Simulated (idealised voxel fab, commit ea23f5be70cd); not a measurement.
process module | voxel ribs on slabs
cross-section cut | 290 nm wide | cells 5 nm
A cross-section is a grid of square cells, given in bands from the top down. A band is one or more rows of cells.
Each band's line starts with the height of the band's top and of its bottom, in nm. Then come its materials from left to right, each with its width in nm. One material with "throughout" fills the band from edge to edge. "air" is empty space.
Height 0 is the level under which the wafer as received is all one material. The lowest band goes on downwards, as in "0 down".
A width such as "30 to 40" changes by the same amount from each row of cells to the next, from the band's top row to its bottom row.
"no change" after a step means that no cell of the cross-section changed.
closed voids: empty space of 8 cells or more with no open way to the top, each as width x height at its distance from the left edge, in nm
after a step's settings: what the simulator itself notes on the step
overlay nm, on a step with a mask: how far to the right of its planned place the mask lay; to the left if negative
plan
1 op RECEIVE | material Si
2 op DIRECTIONAL_DEP | material SiO2 | thk nm 30
3 op DIRECTIONAL_DEP | material polySi | thk nm 20
4 op DIRECTIONAL_DEP | material aC | thk nm 15
5 op PATTERN | tone cover | mask id RIB | material resist | width nm 25 | thk nm 30 | overlay nm 0
6 op DIRECTIONAL_ETCH | etch materials aC | depth nm 15
7 op STRIP | etch materials resist
8 op DIRECTIONAL_ETCH | etch materials polySi | depth nm 10
9 op STRIP | etch materials aC
10 op MASKED_ETCH | tone cover | mask id SLAB | width nm 65 | etch materials polySi | depth nm 10 | overlay nm 0
11 op FILL_DEP | material SiO2 | thk nm 30
12 op CMP | height nm 70
13 op DIRECTIONAL_DEP | material W | thk nm 10
14 op DIRECTIONAL_DEP | material aC | thk nm 15
15 op PATTERN | tone cover | mask id HEATER | material resist | width nm 35 | thk nm 35 | overlay nm 0
16 op DIRECTIONAL_ETCH | etch materials aC | depth nm 15
17 op STRIP | etch materials resist
18 op DIRECTIONAL_ETCH | etch materials W | depth nm 10
19 op STRIP | etch materials aC
20 op CONFORMAL_DEP | material SiO2 | thk nm 10
as received, after step 1
  0 down: Si throughout
  closed voids: none
a wafer at the end: this start, this plan, one mistake
  95 to 85: air 115 | SiO2 55 | air 120
  85 to 75: SiO2 125 | W 35 | SiO2 130
  75 to 70: W throughout
  70 to 50: SiO2 throughout
  50 to 40: SiO2 130 | polySi 25 | SiO2 135
  40 to 30: SiO2 110 | polySi 65 | SiO2 115
  30 to 0: SiO2 throughout
  0 down: Si throughout
  closed voids: none
what went wrong: step 13 ran as: op DIRECTIONAL_DEP | material W | thk nm 15
